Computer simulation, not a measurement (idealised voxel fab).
A process module follows: voxel transistor to metal.
The cross-section on display is named cut; it measures 180 nm wide, and its cells are 5 nm squares.
In what follows, cross-sections appear as grids of square cells, described through bands that run from the top down, where every band is one or more rows of cells. Look at the band entry: it leads with the top's height and the bottom's height in nm. Then it lists the materials left to right, with a width in nm for each. The word "edge to edge" on a single material says that material fills the band edge to edge. The word "empty" is empty space. Beneath 0, the wafer as received is one material, and that level is where height counting begins. The lowest band goes on downward without a bottom; it is written like "z 0 and below". You'd read "30 to 40" like this: the band's top row of cells is as wide as the first number, its bottom row is as wide as the second, and going down, every row changes width by the same amount as the row before did. Step marked "nothing changed"? Then no cell in the cross-section changed in it. Empty spaces without an open route to the top, at least 8 cells in extent, make up the entry "Sealed-off cavities"; each is given as width x height at distance, where the distance is measured from the left edge, and all are in nm. Past the settings on a step's line: simulator remark, on that step. "overlay nm" denotes, for a step that has a mask, the displacement of the mask to the right of its planned place, with negative values corresponding to the left.
Planned step list for the process:
1) RECEIVE (material Si)
2) CONFORMAL_DEP (material SiO2; thk nm 5)
3) CONFORMAL_DEP (material SiN; thk nm 10)
4) MASKED_ETCH (tone cover; mask id ACTIVE; width nm 115; etch materials SiN; depth nm 10; overlay nm 0)
5) MASKED_ETCH (tone cover; mask id ACTIVE; width nm 115; etch materials SiO2; depth nm 5; overlay nm 0)
6) MASKED_ETCH (tone cover; mask id ACTIVE; width nm 115; etch materials Si; depth nm 30; overlay nm 0)
7) OXIDIZE (depth nm 5)
8) FILL_DEP (material SiO2; thk nm 10)
9) CMP (height nm 15)
10) SELECTIVE_ETCH (etch materials SiO2; depth nm 5)
11) STRIP (etch materials SiN)
12) SELECTIVE_ETCH (etch materials SiO2; depth nm 5)
13) OXIDIZE (depth nm 5)
14) DIRECTIONAL_DEP (material polySi; thk nm 30)
15) DIRECTIONAL_DEP (material SiCN; thk nm 15)
16) MASKED_ETCH (tone cover; mask id GATE; width nm 25; etch materials SiCN; depth nm 25; overlay nm 0)
17) MASKED_ETCH (tone cover; mask id GATE; width nm 25; etch materials polySi; depth nm 40; overlay nm 0)
18) CONFORMAL_DEP (material SiO2; thk nm 5)
19) DIRECTIONAL_ETCH (etch materials SiO2; depth nm 5)
20) CONFORMAL_DEP (material SiN; thk nm 10)
21) DIRECTIONAL_ETCH (etch materials SiN; depth nm 10)
22) DIRECTIONAL_ETCH (etch materials SiO2; depth nm 5)
23) EPI (material SiGe; thk nm 5)
24) FILL_DEP (material SiO2; thk nm 5)
25) CMP (height nm 45)
26) DIRECTIONAL_DEP (material SiO2; thk nm 10)
27) PATTERN (tone open; mask id CONTACT; material resist; width nm 35; pitch nm 70; thk nm 15; overlay nm 0)
28) DIRECTIONAL_ETCH (etch materials SiO2; depth nm 55)
29) STRIP (etch materials resist)
30) CONFORMAL_DEP (material TiN; thk nm 5)
31) FILL_DEP (material Ru; thk nm 10)
32) CMP (height nm 55)
33) CONFORMAL_DEP (material SiCN; thk nm 5)
34) DIRECTIONAL_DEP (material SiO2; thk nm 25)
35) PATTERN (tone open; mask id METAL_1; material resist; width nm 20; pitch nm 85; thk nm 15; overlay nm 0)
36) DIRECTIONAL_ETCH (etch materials SiO2; depth nm 25)
37) DIRECTIONAL_ETCH (etch materials SiCN; depth nm 5)
38) STRIP (etch materials resist)
39) CONFORMAL_DEP (material TiN; thk nm 5)
40) FILL_DEP (material Ru; thk nm 5)
41) CMP (height nm 85)
42) CONFORMAL_DEP (material SiCN; thk nm 5)
43) DIRECTIONAL_DEP (material lowk; thk nm 30)
44) PATTERN (tone open; mask id METAL_2; material resist; width nm 20; pitch nm 85; thk nm 15; overlay nm 0)
45) DIRECTIONAL_ETCH (etch materials lowk; depth nm 15)
46) STRIP (etch materials resist)
47) DIRECTIONAL_DEP (material aC; thk nm 10)
48) PATTERN (tone open; mask id METAL_2_HOLES; material resist; width nm 15; pitch nm 85; thk nm 25; overlay nm 0)
49) DIRECTIONAL_ETCH (etch materials aC; depth nm 10)
50) STRIP (etch materials resist)
51) DIRECTIONAL_ETCH (etch materials lowk; depth nm 15)
52) DIRECTIONAL_ETCH (etch materials SiCN; depth nm 5)
53) STRIP (etch materials aC)
54) CONFORMAL_DEP (material TiN; thk nm 5)
55) FILL_DEP (material Ru; thk nm 5)
56) CMP (height nm 120)
57) CONFORMAL_DEP (material SiCN; thk nm 5)
First of two wafers - as planned:
Cross-section of the wafer as it came to us, i.e., already through step 1:
* z 0 and below: Si edge to edge
* Sealed-off cavities: none
Cross-sectional representation of the wafer at the conclusion of step 2:
* z 5 to 0: SiO2 edge to edge
* Under the height 0 nothing was changed.
Cross-sectional representation of the wafer at the conclusion of step 3:
* z 15 to 5: SiN edge to edge
* Under the height 5 nothing was changed.
Cross-sectional representation of the wafer at the conclusion of step 4:
* z 15 to 5: 30 of empty  115 of SiN  35 of empty
* Under the height 5 nothing was changed.
Cross-sectional representation of the wafer at the conclusion of step 5:
* z 15 to 5: 30 of empty  115 of SiN  35 of empty
* z 5 to 0: 30 of empty  115 of SiO2  35 of empty
* Under the height 0 nothing was changed.
Cross-sectional representation of the wafer at the conclusion of step 6:
* z 15 to 5: 30 of empty  115 of SiN  35 of empty
* z 5 to 0: 30 of empty  115 of SiO2  35 of empty
* z 0 to -30: 30 of empty  115 of Si  35 of empty
* Under the height -30 nothing was changed.
Cross-sectional representation of the wafer at the conclusion of step 7:
* z 15 to 5: 30 of empty  115 of SiN  35 of empty
* z 5 to 0: 30 of empty  115 of SiO2  35 of empty
* z 0 to -30: 30 of empty  5 of SiO2  105 of Si  5 of SiO2  35 of empty
* z -30 to -35: 35 of SiO2  105 of Si  40 of SiO2
* Under the height -35 nothing was changed.
Cross-sectional representation of the wafer at the conclusion of step 8:
* z 25 to 15: SiO2 edge to edge
* z 15 to 5: 30 of SiO2  115 of SiN  35 of SiO2
* z 5 to 0: SiO2 edge to edge
* z 0 to -35: 35 of SiO2  105 of Si  40 of SiO2
* Under the height -35 nothing was changed.
Cross-sectional representation of the wafer at the conclusion of step 9:
* z 15 to 5: 30 of SiO2  115 of SiN  35 of SiO2
* Under the height 5 nothing was changed.
Cross-sectional representation of the wafer at the conclusion of step 10:
* z 15 to 10: 30 of empty  115 of SiN  35 of empty
* Under the height 10 nothing was changed.
Cross-sectional representation of the wafer at the conclusion of step 11:
* z 10 to 5: 30 of SiO2  115 of empty  35 of SiO2
* Under the height 5 nothing was changed.
Cross-sectional representation of the wafer at the conclusion of step 12:
* z 5 to 0: 25 of SiO2  125 of empty  30 of SiO2
* Under the height 0 nothing was changed.
Cross-sectional representation of the wafer at the conclusion of step 13:
* z 5 to 0: 25 of SiO2  125 of empty  30 of SiO2
* z 0 to -5: SiO2 edge to edge
* Under the height -5 nothing was changed.
Cross-sectional representation of the wafer at the conclusion of step 14:
* z 35 to 30: 25 of polySi  125 of empty  30 of polySi
* z 30 to 5: polySi edge to edge
* z 5 to 0: 25 of SiO2  125 of polySi  30 of SiO2
* Under the height 0 nothing was changed.
Cross-sectional representation of the wafer at the conclusion of step 15:
* z 50 to 45: 25 of SiCN  125 of empty  30 of SiCN
* z 45 to 35: SiCN edge to edge
* z 35 to 30: 25 of polySi  125 of SiCN  30 of polySi
* Under the height 30 nothing was changed.
Cross-sectional representation of the wafer at the conclusion of step 16:
* z 45 to 35: 75 of empty  25 of SiCN  80 of empty
* z 35 to 30: 25 of polySi  50 of empty  25 of SiCN  50 of empty  30 of polySi
* Under the height 30 nothing was changed.
Cross-sectional representation of the wafer at the conclusion of step 17:
* z 45 to 30: 75 of empty  25 of SiCN  80 of empty
* z 30 to 5: 75 of empty  25 of polySi  80 of empty
* z 5 to 0: 25 of SiO2  50 of empty  25 of polySi  50 of empty  30 of SiO2
* Under the height 0 nothing was changed.
Cross-sectional representation of the wafer at the conclusion of step 18:
* z 50 to 45: 70 of empty  35 of SiO2  75 of empty
* z 45 to 30: 70 of empty  5 of SiO2  25 of SiCN  5 of SiO2  75 of empty
* z 30 to 10: 70 of empty  5 of SiO2  25 of polySi  5 of SiO2  75 of empty
* z 10 to 5: 30 of SiO2  40 of empty  5 of SiO2  25 of polySi  5 of SiO2  40 of empty  35 of SiO2
* z 5 to 0: 75 of SiO2  25 of polySi  80 of SiO2
* Under the height 0 nothing was changed.
Cross-sectional representation of the wafer at the conclusion of step 19:
* z 45 to 30: 70 of empty  5 of SiO2  25 of SiCN  5 of SiO2  75 of empty
* z 30 to 5: 70 of empty  5 of SiO2  25 of polySi  5 of SiO2  75 of empty
* z 5 to 0: 30 of SiO2  40 of empty  5 of SiO2  25 of polySi  5 of SiO2  40 of empty  35 of SiO2
* Under the height 0 nothing was changed.
Cross-sectional representation of the wafer at the conclusion of step 20:
* z 55 to 45: 60 of empty  55 of SiN  65 of empty
* z 45 to 30: 60 of empty  10 of SiN  5 of SiO2  25 of SiCN  5 of SiO2  10 of SiN  65 of empty
* z 30 to 15: 60 of empty  10 of SiN  5 of SiO2  25 of polySi  5 of SiO2  10 of SiN  65 of empty
* z 15 to 10: 40 of SiN  20 of empty  10 of SiN  5 of SiO2  25 of polySi  5 of SiO2  10 of SiN  20 of empty  45 of SiN
* z 10 to 5: 70 of SiN  5 of SiO2  25 of polySi  5 of SiO2  75 of SiN
* z 5 to 0: 30 of SiO2  40 of SiN  5 of SiO2  25 of polySi  5 of SiO2  40 of SiN  35 of SiO2
* Under the height 0 nothing was changed.
Cross-sectional representation of the wafer at the conclusion of step 21:
* z 45 to 30: 60 of empty  10 of SiN  5 of SiO2  25 of SiCN  5 of SiO2  10 of SiN  65 of empty
* z 30 to 5: 60 of empty  10 of SiN  5 of SiO2  25 of polySi  5 of SiO2  10 of SiN  65 of empty
* z 5 to 0: 30 of SiO2  10 of SiN  20 of empty  10 of SiN  5 of SiO2  25 of polySi  5 of SiO2  10 of SiN  20 of empty  10 of SiN  35 of SiO2
* Under the height 0 nothing was changed.
Cross-sectional representation of the wafer at the conclusion of step 22:
* z 45 to 40: 60 of empty  10 of SiN  5 of empty  25 of SiCN  5 of empty  10 of SiN  65 of empty
* z 40 to 30: 60 of empty  10 of SiN  5 of SiO2  25 of SiCN  5 of SiO2  10 of SiN  65 of empty
* z 30 to 5: 60 of empty  10 of SiN  5 of SiO2  25 of polySi  5 of SiO2  10 of SiN  65 of empty
* z 5 to 0: 30 of empty  10 of SiN  20 of empty  10 of SiN  5 of SiO2  25 of polySi  5 of SiO2  10 of SiN  20 of empty  10 of SiN  35 of empty
* z 0 to -5: 40 of SiO2  20 of empty  55 of SiO2  20 of empty  45 of SiO2
* Under the height -5 nothing was changed.
Cross-sectional representation of the wafer at the conclusion of step 23:
* z 45 to 40: 60 of empty  10 of SiN  5 of empty  25 of SiCN  5 of empty  10 of SiN  65 of empty
* z 40 to 30: 60 of empty  10 of SiN  5 of SiO2  25 of SiCN  5 of SiO2  10 of SiN  65 of empty
* z 30 to 5: 60 of empty  10 of SiN  5 of SiO2  25 of polySi  5 of SiO2  10 of SiN  65 of empty
* z 5 to 0: 30 of empty  10 of SiN  20 of empty  10 of SiN  5 of SiO2  25 of polySi  5 of SiO2  10 of SiN  20 of empty  10 of SiN  35 of empty
* z 0 to -5: 40 of SiO2  20 of SiGe  55 of SiO2  20 of SiGe  45 of SiO2
* Under the height -5 nothing was changed.
Cross-sectional representation of the wafer at the conclusion of step 24:
* z 50 to 45: SiO2 edge to edge
* z 45 to 30: 60 of SiO2  10 of SiN  5 of SiO2  25 of SiCN  5 of SiO2  10 of SiN  65 of SiO2
* z 30 to 5: 60 of SiO2  10 of SiN  5 of SiO2  25 of polySi  5 of SiO2  10 of SiN  65 of SiO2
* z 5 to 0: 30 of SiO2  10 of SiN  20 of SiO2  10 of SiN  5 of SiO2  25 of polySi  5 of SiO2  10 of SiN  20 of SiO2  10 of SiN  35 of SiO2
* Under the height 0 nothing was changed.
Cross-sectional representation of the wafer at the conclusion of step 25:
* z 45 to 30: 60 of SiO2  10 of SiN  5 of SiO2  25 of SiCN  5 of SiO2  10 of SiN  65 of SiO2
* Under the height 30 nothing was changed.
Cross-sectional representation of the wafer at the conclusion of step 26:
* z 55 to 45: SiO2 edge to edge
* Under the height 45 nothing was changed.
Cross-sectional representation of the wafer at the conclusion of step 27:
* z 70 to 55: 35 of resist  35 of empty  35 of resist  35 of empty  40 of resist
* Under the height 55 nothing was changed.
Cross-sectional representation of the wafer at the conclusion of step 28:
* z 70 to 55: 35 of resist  35 of empty  35 of resist  35 of empty  40 of resist
* z 55 to 45: 35 of SiO2  35 of empty  35 of SiO2  35 of empty  40 of SiO2
* z 45 to 30: 35 of SiO2  25 of empty  10 of SiN  5 of SiO2  25 of SiCN  5 of SiO2  10 of SiN  25 of empty  40 of SiO2
* z 30 to 5: 35 of SiO2  25 of empty  10 of SiN  5 of SiO2  25 of polySi  5 of SiO2  10 of SiN  25 of empty  40 of SiO2
* z 5 to 0: 30 of SiO2  10 of SiN  20 of empty  10 of SiN  5 of SiO2  25 of polySi  5 of SiO2  10 of SiN  20 of empty  10 of SiN  35 of SiO2
* Under the height 0 nothing was changed.
Cross-sectional representation of the wafer at the conclusion of step 29:
* z 55 to 45: 35 of SiO2  35 of empty  35 of SiO2  35 of empty  40 of SiO2
* Under the height 45 nothing was changed.
Cross-sectional representation of the wafer at the conclusion of step 30:
* z 60 to 55: 40 of TiN  25 of empty  45 of TiN  25 of empty  45 of TiN
* z 55 to 45: 35 of SiO2  5 of TiN  25 to 15 of empty  5 to 15 of TiN  35 of SiO2  5 to 15 of TiN  25 to 15 of empty  5 of TiN  40 of SiO2
* z 45 to 30: 35 of SiO2  5 of TiN  15 of empty  5 of TiN  10 of SiN  5 of SiO2  25 of SiCN  5 of SiO2  10 of SiN  5 of TiN  15 of empty  5 of TiN  40 of SiO2
* z 30 to 10: 35 of SiO2  5 of TiN  15 of empty  5 of TiN  10 of SiN  5 of SiO2  25 of polySi  5 of SiO2  10 of SiN  5 of TiN  15 of empty  5 of TiN  40 of SiO2
* z 10 to 5: 35 of SiO2  10 of TiN  10 of empty  5 of TiN  10 of SiN  5 of SiO2  25 of polySi  5 of SiO2  10 of SiN  5 of TiN  10 of empty  10 of TiN  40 of SiO2
* z 5 to 0: 30 of SiO2  10 of SiN  20 of TiN  10 of SiN  5 of SiO2  25 of polySi  5 of SiO2  10 of SiN  20 of TiN  10 of SiN  35 of SiO2
* Under the height 0 nothing was changed.
Cross-sectional representation of the wafer at the conclusion of step 31:
* z 70 to 60: Ru edge to edge
* z 60 to 55: 40 of TiN  25 of Ru  45 of TiN  25 of Ru  45 of TiN
* z 55 to 45: 35 of SiO2  5 of TiN  25 to 15 of Ru  5 to 15 of TiN  35 of SiO2  5 to 15 of TiN  25 to 15 of Ru  5 of TiN  40 of SiO2
* z 45 to 30: 35 of SiO2  5 of TiN  15 of Ru  5 of TiN  10 of SiN  5 of SiO2  25 of SiCN  5 of SiO2  10 of SiN  5 of TiN  15 of Ru  5 of TiN  40 of SiO2
* z 30 to 10: 35 of SiO2  5 of TiN  15 of Ru  5 of TiN  10 of SiN  5 of SiO2  25 of polySi  5 of SiO2  10 of SiN  5 of TiN  15 of Ru  5 of TiN  40 of SiO2
* z 10 to 5: 35 of SiO2  10 of TiN  10 of Ru  5 of TiN  10 of SiN  5 of SiO2  25 of polySi  5 of SiO2  10 of SiN  5 of TiN  10 of Ru  10 of TiN  40 of SiO2
* Under the height 5 nothing was changed.
Cross-sectional representation of the wafer at the conclusion of step 32:
* z 55 to 45: 35 of SiO2  5 of TiN  25 to 15 of Ru  5 to 15 of TiN  35 of SiO2  5 to 15 of TiN  25 to 15 of Ru  5 of TiN  40 of SiO2
* Under the height 45 nothing was changed.
Cross-sectional representation of the wafer at the conclusion of step 33:
* z 60 to 55: SiCN edge to edge
* Under the height 55 nothing was changed.
Cross-sectional representation of the wafer at the conclusion of step 34:
* z 85 to 60: SiO2 edge to edge
* Under the height 60 nothing was changed.
Cross-sectional representation of the wafer at the conclusion of step 35:
* z 100 to 85: 35 of resist  20 of empty  65 of resist  20 of empty  40 of resist
* Under the height 85 nothing was changed.
Cross-sectional representation of the wafer at the conclusion of step 36:
* z 100 to 85: 35 of resist  20 of empty  65 of resist  20 of empty  40 of resist
* z 85 to 60: 35 of SiO2  20 of empty  65 of SiO2  20 of empty  40 of SiO2
* Under the height 60 nothing was changed.
Cross-sectional representation of the wafer at the conclusion of step 37:
* z 100 to 85: 35 of resist  20 of empty  65 of resist  20 of empty  40 of resist
* z 85 to 60: 35 of SiO2  20 of empty  65 of SiO2  20 of empty  40 of SiO2
* z 60 to 55: 35 of SiCN  20 of empty  65 of SiCN  20 of empty  40 of SiCN
* Under the height 55 nothing was changed.
Cross-sectional representation of the wafer at the conclusion of step 38:
* z 85 to 60: 35 of SiO2  20 of empty  65 of SiO2  20 of empty  40 of SiO2
* Under the height 60 nothing was changed.
Cross-sectional representation of the wafer at the conclusion of step 39:
* z 90 to 85: 40 of TiN  10 of empty  75 of TiN  10 of empty  45 of TiN
* z 85 to 60: 35 of SiO2  5 of TiN  10 of empty  5 of TiN  65 of SiO2  5 of TiN  10 of empty  5 of TiN  40 of SiO2
* z 60 to 55: 35 of SiCN  20 of TiN  65 of SiCN  20 of TiN  40 of SiCN
* Under the height 55 nothing was changed.
Cross-sectional representation of the wafer at the conclusion of step 40:
* z 95 to 90: Ru edge to edge
* z 90 to 85: 40 of TiN  10 of Ru  75 of TiN  10 of Ru  45 of TiN
* z 85 to 60: 35 of SiO2  5 of TiN  10 of Ru  5 of TiN  65 of SiO2  5 of TiN  10 of Ru  5 of TiN  40 of SiO2
* Under the height 60 nothing was changed.
Cross-sectional representation of the wafer at the conclusion of step 41:
* z 85 to 60: 35 of SiO2  5 of TiN  10 of Ru  5 of TiN  65 of SiO2  5 of TiN  10 of Ru  5 of TiN  40 of SiO2
* Under the height 60 nothing was changed.
Cross-sectional representation of the wafer at the conclusion of step 42:
* z 90 to 85: SiCN edge to edge
* Under the height 85 nothing was changed.
Cross-sectional representation of the wafer at the conclusion of step 43:
* z 120 to 90: lowk edge to edge
* Under the height 90 nothing was changed.
Cross-sectional representation of the wafer at the conclusion of step 44:
* z 135 to 120: 35 of resist  20 of empty  65 of resist  20 of empty  40 of resist
* Under the height 120 nothing was changed.
Cross-sectional representation of the wafer at the conclusion of step 45:
* z 135 to 120: 35 of resist  20 of empty  65 of resist  20 of empty  40 of resist
* z 120 to 105: 35 of lowk  20 of empty  65 of lowk  20 of empty  40 of lowk
* Under the height 105 nothing was changed.
Cross-sectional representation of the wafer at the conclusion of step 46:
* z 120 to 105: 35 of lowk  20 of empty  65 of lowk  20 of empty  40 of lowk
* Under the height 105 nothing was changed.
Cross-sectional representation of the wafer at the conclusion of step 47:
* z 130 to 120: 35 of aC  20 of empty  65 of aC  20 of empty  40 of aC
* z 120 to 115: 35 of lowk  20 of empty  65 of lowk  20 of empty  40 of lowk
* z 115 to 105: 35 of lowk  20 of aC  65 of lowk  20 of aC  40 of lowk
* Under the height 105 nothing was changed.
Cross-sectional representation of the wafer at the conclusion of step 48:
* z 155 to 130: 35 of resist  15 of empty  70 of resist  15 of empty  45 of resist
* z 130 to 120: 35 of aC  15 of empty  5 of resist  65 of aC  15 of empty  5 of resist  40 of aC
* z 120 to 115: 35 of lowk  15 of empty  5 of resist  65 of lowk  15 of empty  5 of resist  40 of lowk
* Under the height 115 nothing was changed.
Cross-sectional representation of the wafer at the conclusion of step 49:
* z 145 to 130: 35 of resist  15 of empty  70 of resist  15 of empty  45 of resist
* z 130 to 120: 35 of aC  15 of empty  5 of resist  65 of aC  15 of empty  5 of resist  40 of aC
* z 120 to 115: 35 of lowk  15 of empty  5 of resist  65 of lowk  15 of empty  5 of resist  40 of lowk
* z 115 to 105: 35 of lowk  15 of empty  5 of aC  65 of lowk  15 of empty  5 of aC  40 of lowk
* Under the height 105 nothing was changed.
Cross-sectional representation of the wafer at the conclusion of step 50:
* z 130 to 120: 35 of aC  20 of empty  65 of aC  20 of empty  40 of aC
* z 120 to 115: 35 of lowk  20 of empty  65 of lowk  20 of empty  40 of lowk
* Under the height 115 nothing was changed.
Cross-sectional representation of the wafer at the conclusion of step 51:
* z 130 to 120: 35 of aC  20 of empty  65 of aC  20 of empty  40 of aC
* z 120 to 115: 35 of lowk  20 of empty  65 of lowk  20 of empty  40 of lowk
* z 115 to 105: 35 of lowk  15 of empty  5 of aC  65 of lowk  15 of empty  5 of aC  40 of lowk
* z 105 to 90: 35 of lowk  15 of empty  70 of lowk  15 of empty  45 of lowk
* Under the height 90 nothing was changed.
Cross-sectional representation of the wafer at the conclusion of step 52:
* z 130 to 120: 35 of aC  20 of empty  65 of aC  20 of empty  40 of aC
* z 120 to 115: 35 of lowk  20 of empty  65 of lowk  20 of empty  40 of lowk
* z 115 to 105: 35 of lowk  15 of empty  5 of aC  65 of lowk  15 of empty  5 of aC  40 of lowk
* z 105 to 90: 35 of lowk  15 of empty  70 of lowk  15 of empty  45 of lowk
* z 90 to 85: 35 of SiCN  15 of empty  70 of SiCN  15 of empty  45 of SiCN
* Under the height 85 nothing was changed.
Cross-sectional representation of the wafer at the conclusion of step 53:
* z 120 to 105: 35 of lowk  20 of empty  65 of lowk  20 of empty  40 of lowk
* Under the height 105 nothing was changed.
Cross-sectional representation of the wafer at the conclusion of step 54:
* z 125 to 120: 40 of TiN  10 of empty  75 of TiN  10 of empty  45 of TiN
* z 120 to 110: 35 of lowk  5 of TiN  10 of empty  5 of TiN  65 of lowk  5 of TiN  10 of empty  5 of TiN  40 of lowk
* z 110 to 105: 35 of lowk  5 of TiN  5 of empty  10 of TiN  65 of lowk  5 of TiN  5 of empty  10 of TiN  40 of lowk
* z 105 to 90: 35 of lowk  5 of TiN  5 of empty  5 of TiN  70 of lowk  5 of TiN  5 of empty  5 of TiN  45 of lowk
* z 90 to 85: 35 of SiCN  15 of TiN  70 of SiCN  15 of TiN  45 of SiCN
* Under the height 85 nothing was changed.
Cross-sectional representation of the wafer at the conclusion of step 55:
* z 130 to 125: Ru edge to edge
* z 125 to 120: 40 of TiN  10 of Ru  75 of TiN  10 of Ru  45 of TiN
* z 120 to 110: 35 of lowk  5 of TiN  10 of Ru  5 of TiN  65 of lowk  5 of TiN  10 of Ru  5 of TiN  40 of lowk
* z 110 to 105: 35 of lowk  5 of TiN  5 of Ru  10 of TiN  65 of lowk  5 of TiN  5 of Ru  10 of TiN  40 of lowk
* z 105 to 90: 35 of lowk  5 of TiN  5 of Ru  5 of TiN  70 of lowk  5 of TiN  5 of Ru  5 of TiN  45 of lowk
* Under the height 90 nothing was changed.
Cross-sectional representation of the wafer at the conclusion of step 56:
* z 120 to 110: 35 of lowk  5 of TiN  10 of Ru  5 of TiN  65 of lowk  5 of TiN  10 of Ru  5 of TiN  40 of lowk
* Under the height 110 nothing was changed.
Cross-sectional representation of the wafer at the conclusion of step 57:
* z 125 to 120: SiCN edge to edge
* Under the height 120 nothing was changed.
The second wafer was prepared from the same starting point and under the same plan as the first; its processing contained one mistake, and it remains indistinguishable from the first wafer up to and including step 32:
Second wafer: cross-section at the scheduled end of step 33:
* z 80 to 55: SiO2 edge to edge
* Under the height 55 nothing was changed.
Second wafer: cross-section at the scheduled end of step 34:
* z 85 to 80: SiCN edge to edge
* Under the height 80 nothing was changed.
Second wafer: cross-section at the scheduled end of step 35:
* z 100 to 85: 35 of resist  20 of empty  65 of resist  20 of empty  40 of resist
* Under the height 85 nothing was changed.
Second wafer: cross-section at the scheduled end of step 36: nothing changed
Second wafer: cross-section at the scheduled end of step 37:
* z 100 to 85: 35 of resist  20 of empty  65 of resist  20 of empty  40 of resist
* z 85 to 80: 35 of SiCN  20 of empty  65 of SiCN  20 of empty  40 of SiCN
* Under the height 80 nothing was changed.
Second wafer: cross-section at the scheduled end of step 38:
* z 85 to 80: 35 of SiCN  20 of empty  65 of SiCN  20 of empty  40 of SiCN
* Under the height 80 nothing was changed.
Second wafer: cross-section at the scheduled end of step 39:
* z 90 to 85: 40 of TiN  10 of empty  75 of TiN  10 of empty  45 of TiN
* z 85 to 80: 35 of SiCN  20 of TiN  65 of SiCN  20 of TiN  40 of SiCN
* Under the height 80 nothing was changed.
Second wafer: cross-section at the scheduled end of step 40:
* z 95 to 90: Ru edge to edge
* z 90 to 85: 40 of TiN  10 of Ru  75 of TiN  10 of Ru  45 of TiN
* Under the height 85 nothing was changed.
Second wafer: cross-section at the scheduled end of step 41:
* z 85 to 80: 35 of SiCN  20 of TiN  65 of SiCN  20 of TiN  40 of SiCN
* Under the height 80 nothing was changed.
Second wafer: cross-section at the scheduled end of step 42:
* z 90 to 85: SiCN edge to edge
* Under the height 85 nothing was changed.
Second wafer: cross-section at the scheduled end of step 43:
* z 120 to 90: lowk edge to edge
* Under the height 90 nothing was changed.
Second wafer: cross-section at the scheduled end of step 44:
* z 135 to 120: 35 of resist  20 of empty  65 of resist  20 of empty  40 of resist
* Under the height 120 nothing was changed.
Second wafer: cross-section at the scheduled end of step 45:
* z 135 to 120: 35 of resist  20 of empty  65 of resist  20 of empty  40 of resist
* z 120 to 105: 35 of lowk  20 of empty  65 of lowk  20 of empty  40 of lowk
* Under the height 105 nothing was changed.
Second wafer: cross-section at the scheduled end of step 46:
* z 120 to 105: 35 of lowk  20 of empty  65 of lowk  20 of empty  40 of lowk
* Under the height 105 nothing was changed.
Second wafer: cross-section at the scheduled end of step 47:
* z 130 to 120: 35 of aC  20 of empty  65 of aC  20 of empty  40 of aC
* z 120 to 115: 35 of lowk  20 of empty  65 of lowk  20 of empty  40 of lowk
* z 115 to 105: 35 of lowk  20 of aC  65 of lowk  20 of aC  40 of lowk
* Under the height 105 nothing was changed.
Second wafer: cross-section at the scheduled end of step 48:
* z 155 to 130: 35 of resist  15 of empty  70 of resist  15 of empty  45 of resist
* z 130 to 120: 35 of aC  15 of empty  5 of resist  65 of aC  15 of empty  5 of resist  40 of aC
* z 120 to 115: 35 of lowk  15 of empty  5 of resist  65 of lowk  15 of empty  5 of resist  40 of lowk
* Under the height 115 nothing was changed.
Second wafer: cross-section at the scheduled end of step 49:
* z 145 to 130: 35 of resist  15 of empty  70 of resist  15 of empty  45 of resist
* z 130 to 120: 35 of aC  15 of empty  5 of resist  65 of aC  15 of empty  5 of resist  40 of aC
* z 120 to 115: 35 of lowk  15 of empty  5 of resist  65 of lowk  15 of empty  5 of resist  40 of lowk
* z 115 to 105: 35 of lowk  15 of empty  5 of aC  65 of lowk  15 of empty  5 of aC  40 of lowk
* Under the height 105 nothing was changed.
Second wafer: cross-section at the scheduled end of step 50:
* z 130 to 120: 35 of aC  20 of empty  65 of aC  20 of empty  40 of aC
* z 120 to 115: 35 of lowk  20 of empty  65 of lowk  20 of empty  40 of lowk
* Under the height 115 nothing was changed.
Second wafer: cross-section at the scheduled end of step 51:
* z 130 to 120: 35 of aC  20 of empty  65 of aC  20 of empty  40 of aC
* z 120 to 115: 35 of lowk  20 of empty  65 of lowk  20 of empty  40 of lowk
* z 115 to 105: 35 of lowk  15 of empty  5 of aC  65 of lowk  15 of empty  5 of aC  40 of lowk
* z 105 to 90: 35 of lowk  15 of empty  70 of lowk  15 of empty  45 of lowk
* Under the height 90 nothing was changed.
Second wafer: cross-section at the scheduled end of step 52:
* z 130 to 120: 35 of aC  20 of empty  65 of aC  20 of empty  40 of aC
* z 120 to 115: 35 of lowk  20 of empty  65 of lowk  20 of empty  40 of lowk
* z 115 to 105: 35 of lowk  15 of empty  5 of aC  65 of lowk  15 of empty  5 of aC  40 of lowk
* z 105 to 90: 35 of lowk  15 of empty  70 of lowk  15 of empty  45 of lowk
* z 90 to 85: 35 of SiCN  15 of empty  70 of SiCN  15 of empty  45 of SiCN
* Under the height 85 nothing was changed.
Second wafer: cross-section at the scheduled end of step 53:
* z 120 to 105: 35 of lowk  20 of empty  65 of lowk  20 of empty  40 of lowk
* Under the height 105 nothing was changed.
Second wafer: cross-section at the scheduled end of step 54:
* z 125 to 120: 40 of TiN  10 of empty  75 of TiN  10 of empty  45 of TiN
* z 120 to 110: 35 of lowk  5 of TiN  10 of empty  5 of TiN  65 of lowk  5 of TiN  10 of empty  5 of TiN  40 of lowk
* z 110 to 105: 35 of lowk  5 of TiN  5 of empty  10 of TiN  65 of lowk  5 of TiN  5 of empty  10 of TiN  40 of lowk
* z 105 to 90: 35 of lowk  5 of TiN  5 of empty  5 of TiN  70 of lowk  5 of TiN  5 of empty  5 of TiN  45 of lowk
* z 90 to 80: 35 of SiCN  15 to 20 of TiN  70 to 65 of SiCN  15 to 20 of TiN  45 to 40 of SiCN
* Under the height 80 nothing was changed.
Second wafer: cross-section at the scheduled end of step 55:
* z 130 to 125: Ru edge to edge
* z 125 to 120: 40 of TiN  10 of Ru  75 of TiN  10 of Ru  45 of TiN
* z 120 to 110: 35 of lowk  5 of TiN  10 of Ru  5 of TiN  65 of lowk  5 of TiN  10 of Ru  5 of TiN  40 of lowk
* z 110 to 105: 35 of lowk  5 of TiN  5 of Ru  10 of TiN  65 of lowk  5 of TiN  5 of Ru  10 of TiN  40 of lowk
* z 105 to 90: 35 of lowk  5 of TiN  5 of Ru  5 of TiN  70 of lowk  5 of TiN  5 of Ru  5 of TiN  45 of lowk
* Under the height 90 nothing was changed.
Second wafer: cross-section at the scheduled end of step 56:
* z 120 to 110: 35 of lowk  5 of TiN  10 of Ru  5 of TiN  65 of lowk  5 of TiN  10 of Ru  5 of TiN  40 of lowk
* Under the height 110 nothing was changed.
Second wafer: cross-section at the scheduled end of step 57:
* z 125 to 120: SiCN edge to edge
* Under the height 120 nothing was changed.
The mistake made against the process plan was this: a sequencing error occurred in which plan steps 33 and 34 were transposed
Once processing is complete, comparing cell counts shows that the second wafer has more or fewer of certain materials than the first: -20 Ru | +40 SiO2 | -20 TiN
